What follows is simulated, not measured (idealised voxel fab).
process module | voxel tone inversion
cross-section cut | 200 nm wide | cells 5 nm
A cross-section is a grid of square cells, given in bands from the top down. A band is one or more rows of cells.
Each band's line starts with the height of the band's top and of its bottom, in nm. Then come its materials from left to right, each with its width in nm. One material with "throughout" fills the band from edge to edge. "air" is empty space.
Height 0 is the level under which the wafer as received is all one material. The lowest band goes on downwards, as in "0 down".
A width such as "30 to 40" changes by the same amount from each row of cells to the next, from the band's top row to its bottom row.
"no change" after a step means that no cell of the cross-section changed.
closed voids: empty space of 8 cells or more with no open way to the top, each as width x height at its distance from the left edge, in nm
after a step's settings: what the simulator itself notes on the step
overlay nm, on a step with a mask: how far to the right of its planned place the mask lay; to the left if negative
plan
1 op RECEIVE | material Si
2 op CONFORMAL_DEP | material SiN | thk nm 10
3 op DIRECTIONAL_DEP | material aC | thk nm 15
4 op PATTERN | tone cover | mask id POSTS | material resist | width nm 15 | pitch nm 35 | thk nm 20 | overlay nm 0
5 op DIRECTIONAL_ETCH | etch materials aC | depth nm 15
6 op STRIP | etch materials resist
7 op FILL_DEP | material SiO2 | thk nm 10
8 op CMP | height nm 25
9 op STRIP | etch materials aC
first wafer, as planned
as received, after step 1
  0 down: Si throughout
  closed voids: none
after step 2
  10 to 0: SiN throughout
  below 0: unchanged
after step 3
  25 to 10: aC throughout
  below 10: unchanged
after step 4
  45 to 25: air 55 | resist 15 | air 20 | resist 15 | air 20 | resist 15 | air 60
  below 25: unchanged
after step 5
  30 to 25: air 55 | resist 15 | air 20 | resist 15 | air 20 | resist 15 | air 60
  25 to 10: air 55 | aC 15 | air 20 | aC 15 | air 20 | aC 15 | air 60
  below 10: unchanged
after step 6
  25 to 10: air 55 | aC 15 | air 20 | aC 15 | air 20 | aC 15 | air 60
  below 10: unchanged
after step 7
  35 to 25: SiO2 throughout
  25 to 10: SiO2 55 | aC 15 | SiO2 20 | aC 15 | SiO2 20 | aC 15 | SiO2 60
  below 10: unchanged
after step 8
  25 to 10: SiO2 55 | aC 15 | SiO2 20 | aC 15 | SiO2 20 | aC 15 | SiO2 60
  below 10: unchanged
after step 9
  25 to 10: SiO2 55 | air 15 | SiO2 20 | air 15 | SiO2 20 | air 15 | SiO2 60
  below 10: unchanged
second wafer: like start, like plan, one mistake. Through step 1 it matches the first wafer
when step 2 should have ended
  15 to 0: aC throughout
  below 0: unchanged
when step 3 should have ended
  25 to 15: SiN throughout
  below 15: unchanged
when step 4 should have ended
  45 to 25: air 55 | resist 15 | air 20 | resist 15 | air 20 | resist 15 | air 60
  below 25: unchanged
when step 5 should have ended
  30 to 25: air 55 | resist 15 | air 20 | resist 15 | air 20 | resist 15 | air 60
  below 25: unchanged
when step 6 should have ended
  25 to 15: SiN throughout
  below 15: unchanged
when step 7 should have ended
  35 to 25: SiO2 throughout
  below 25: unchanged
when step 8 should have ended
  25 to 15: SiN throughout
  below 15: unchanged
when step 9 should have ended: no change
what went wrong: steps 2 and 3 were swapped
at the end the second wafer has, in cells: 93 fewer of SiO2 | 120 more of aC
